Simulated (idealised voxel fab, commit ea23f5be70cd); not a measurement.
A process module follows: voxel wiring stack.
Cross-section cut spans 195 nm and uses square cells 5 nm in size.
When this document writes out a cross-section, it uses a grid of square cells and lists it as bands, beginning at the top and moving down, with a band standing for one or more rows of cells. Band: top and bottom heights (nm) first, top before bottom; then materials from left to right, widths in nm. "all across" marks a sole material filling the band edge to edge. "air" denotes empty space. Below 0: as-received wafer, all one material; heights counted from there. Lowest band: no bottom, goes on down, written "0 nm and below". With a width like "30->40", each row of cells in the band differs from the next by the same amount, the top row carrying the first number and the bottom row the second. "nothing altered" (step): cross-section cells unchanged, all of them. So "Closed void entries" is basically the list of trapped voids: any empty space of 8 cells or more that can't reach the top through an opening. They're written width x height at distance, the distance being from the left edge, and it's all nm. What comes after the settings on a step's line is commentary from the simulator itself on that step. The "overlay nm" setting may appear on a step's line; for a step that uses a mask, it gives how far to the right of its planned position the mask lay, and a negative value indicates the left.
**Listed below are the process steps as planned**
step 1: op RECEIVE | material Si
step 2: op CONFORMAL_DEP | material SiO2 | thk nm 10
step 3: op DIRECTIONAL_DEP | material TiN | thk nm 5
step 4: op DIRECTIONAL_DEP | material Ru | thk nm 20
step 5: op PATTERN | tone cover | mask id METAL_1 | material resist | width nm 30 | pitch nm 45 | thk nm 15 | overlay nm 0
step 6: op DIRECTIONAL_ETCH | etch materials Ru | depth nm 20
step 7: op DIRECTIONAL_ETCH | etch materials TiN | depth nm 5
step 8: op STRIP | etch materials resist
step 9: op FILL_DEP | material lowk | thk nm 10
step 10: op CMP | height nm 35
step 11: op CONFORMAL_DEP | material SiCN | thk nm 5
step 12: op DIRECTIONAL_DEP | material lowk | thk nm 20
step 13: op DIRECTIONAL_DEP | material aC | thk nm 15
step 14: op PATTERN | tone open | mask id PLUG_1 | material resist | width nm 15 | pitch nm 45 | thk nm 35 | overlay nm 0
step 15: op DIRECTIONAL_ETCH | etch materials aC | depth nm 15
step 16: op STRIP | etch materials resist
step 17: op DIRECTIONAL_ETCH | etch materials lowk | depth nm 20
step 18: op DIRECTIONAL_ETCH | etch materials SiCN | depth nm 5
step 19: op STRIP | etch materials aC
step 20: op CONFORMAL_DEP | material TiN | thk nm 5
step 21: op FILL_DEP | material Ru | thk nm 10
step 22: op CMP | height nm 60
step 23: op DIRECTIONAL_DEP | material TiN | thk nm 5
step 24: op DIRECTIONAL_DEP | material W | thk nm 15
step 25: op PATTERN | tone cover | mask id METAL_2 | material resist | width nm 30 | pitch nm 45 | thk nm 15 | overlay nm 0
step 26: op DIRECTIONAL_ETCH | etch materials W | depth nm 15
step 27: op DIRECTIONAL_ETCH | etch materials TiN | depth nm 5
step 28: op STRIP | etch materials resist
step 29: op FILL_DEP | material lowk | thk nm 10
step 30: op CMP | height nm 80
step 31: op CONFORMAL_DEP | material SiCN | thk nm 5
step 32: op DIRECTIONAL_DEP | material SiO2 | thk nm 35
step 33: op DIRECTIONAL_DEP | material aC | thk nm 10
step 34: op PATTERN | tone open | mask id METAL_3 | material resist | width nm 30 | pitch nm 45 | thk nm 30 | overlay nm 0
step 35: op DIRECTIONAL_ETCH | etch materials aC | depth nm 10
step 36: op STRIP | etch materials resist
step 37: op DIRECTIONAL_ETCH | etch materials SiO2 | depth nm 20
step 38: op STRIP | etch materials aC
step 39: op DIRECTIONAL_DEP | material aC | thk nm 15
step 40: op PATTERN | tone open | mask id METAL_3_HOLES | material resist | width nm 15 | pitch nm 90 | thk nm 30 | overlay nm 0
step 41: op DIRECTIONAL_ETCH | etch materials aC | depth nm 15
step 42: op STRIP | etch materials resist
step 43: op DIRECTIONAL_ETCH | etch materials SiO2 | depth nm 15
step 44: op DIRECTIONAL_ETCH | etch materials SiCN | depth nm 5
step 45: op STRIP | etch materials aC
step 46: op CONFORMAL_DEP | material TiN | thk nm 5
step 47: op FILL_DEP | material Ru | thk nm 5
step 48: op CMP | height nm 120
step 49: op CONFORMAL_DEP | material SiCN | thk nm 5
The plan shows the overlay nm of step 40 as the first wafer had it; this setting differs between the wafers, which start out alike.
**First of several wafers (as received, post step 1), cross-sectional view**
0 nm and below: Si all across
Closed void entries: none
**Quick look at the cross-section of the first of several wafers after step 49, which wraps up the module**
125 nm to 120 nm: SiCN all across
120 nm to 105 nm: SiO2 15, then TiN 5, then Ru 20, then TiN 5, then SiO2 15, then TiN 5, then Ru 20, then TiN 5, then SiO2 15, then TiN 5, then Ru 20, then TiN 5, then SiO2 15, then TiN 5, then Ru 20, then TiN 5, then SiO2 15
105 nm to 100 nm: SiO2 15, then TiN 5, then Ru 5, then TiN 20, then SiO2 15, then TiN 30, then SiO2 15, then TiN 5, then Ru 5, then TiN 20, then SiO2 15, then TiN 30, then SiO2 15
100 nm to 85 nm: SiO2 15, then TiN 5, then Ru 5, then TiN 5, then SiO2 75, then TiN 5, then Ru 5, then TiN 5, then SiO2 75
85 nm to 80 nm: SiCN 15, then TiN 15, then SiCN 75, then TiN 15, then SiCN 75
80 nm to 65 nm: lowk 15, then W 30, then lowk 15, then W 30, then lowk 15, then W 30, then lowk 15, then W 30, then lowk 15
65 nm to 60 nm: lowk 15, then TiN 30, then lowk 15, then TiN 30, then lowk 15, then TiN 30, then lowk 15, then TiN 30, then lowk 15
60 nm to 40 nm: lowk 15, then TiN 5, then Ru 5, then TiN 5, then lowk 30, then TiN 5, then Ru 5, then TiN 5, then lowk 30, then TiN 5, then Ru 5, then TiN 5, then lowk 30, then TiN 5, then Ru 5, then TiN 5, then lowk 30
40 nm to 35 nm: SiCN 15, then TiN 15, then SiCN 30, then TiN 15, then SiCN 30, then TiN 15, then SiCN 30, then TiN 15, then SiCN 30
35 nm to 15 nm: lowk 15, then Ru 30, then lowk 15, then Ru 30, then lowk 15, then Ru 30, then lowk 15, then Ru 30, then lowk 15
15 nm to 10 nm: lowk 15, then TiN 30, then lowk 15, then TiN 30, then lowk 15, then TiN 30, then lowk 15, then TiN 30, then lowk 15
10 nm to 0 nm: SiO2 all across
0 nm and below: Si all across
Closed void entries: none
**Cross-section at module completion, last wafer**
125 nm to 120 nm: SiCN all across
120 nm to 105 nm: SiO2 15, then TiN 5, then Ru 20, then TiN 5, then SiO2 15, then TiN 5, then Ru 20, then TiN 5, then SiO2 15, then TiN 5, then Ru 20, then TiN 5, then SiO2 15, then TiN 5, then Ru 20, then TiN 5, then SiO2 15
105 nm to 100 nm: SiO2 15, then TiN 20, then Ru 5, then TiN 5, then SiO2 15, then TiN 30, then SiO2 15, then TiN 20, then Ru 5, then TiN 5, then SiO2 15, then TiN 30, then SiO2 15
100 nm to 85 nm: SiO2 30, then TiN 5, then Ru 5, then TiN 5, then SiO2 75, then TiN 5, then Ru 5, then TiN 5, then SiO2 60
85 nm to 80 nm: SiCN 30, then TiN 15, then SiCN 75, then TiN 15, then SiCN 60
80 nm to 65 nm: lowk 15, then W 30, then lowk 15, then W 30, then lowk 15, then W 30, then lowk 15, then W 30, then lowk 15
65 nm to 60 nm: lowk 15, then TiN 30, then lowk 15, then TiN 30, then lowk 15, then TiN 30, then lowk 15, then TiN 30, then lowk 15
60 nm to 40 nm: lowk 15, then TiN 5, then Ru 5, then TiN 5, then lowk 30, then TiN 5, then Ru 5, then TiN 5, then lowk 30, then TiN 5, then Ru 5, then TiN 5, then lowk 30, then TiN 5, then Ru 5, then TiN 5, then lowk 30
40 nm to 35 nm: SiCN 15, then TiN 15, then SiCN 30, then TiN 15, then SiCN 30, then TiN 15, then SiCN 30, then TiN 15, then SiCN 30
35 nm to 15 nm: lowk 15, then Ru 30, then lowk 15, then Ru 30, then lowk 15, then Ru 30, then lowk 15, then Ru 30, then lowk 15
15 nm to 10 nm: lowk 15, then TiN 30, then lowk 15, then TiN 30, then lowk 15, then TiN 30, then lowk 15, then TiN 30, then lowk 15
10 nm to 0 nm: SiO2 all across
0 nm and below: Si all across
Closed void entries: none
**Each row below is a wafer at the end of the module, listing for every material the number of cells it has gained (+) or lost (-) since it was received, followed by its closed voids**
overlay nm 0, +168 Ru, +99 SiCN, +237 SiO2, +156 TiN, +72 W, +243 lowk, Closed void entries: none
overlay nm 5, +168 Ru, +99 SiCN, +237 SiO2, +156 TiN, +72 W, +243 lowk, Closed void entries: none
overlay nm 10, +168 Ru, +99 SiCN, +237 SiO2, +156 TiN, +72 W, +243 lowk, Closed void entries: none
overlay nm 15, +168 Ru, +99 SiCN, +237 SiO2, +156 TiN, +72 W, +243 lowk, Closed void entries: none
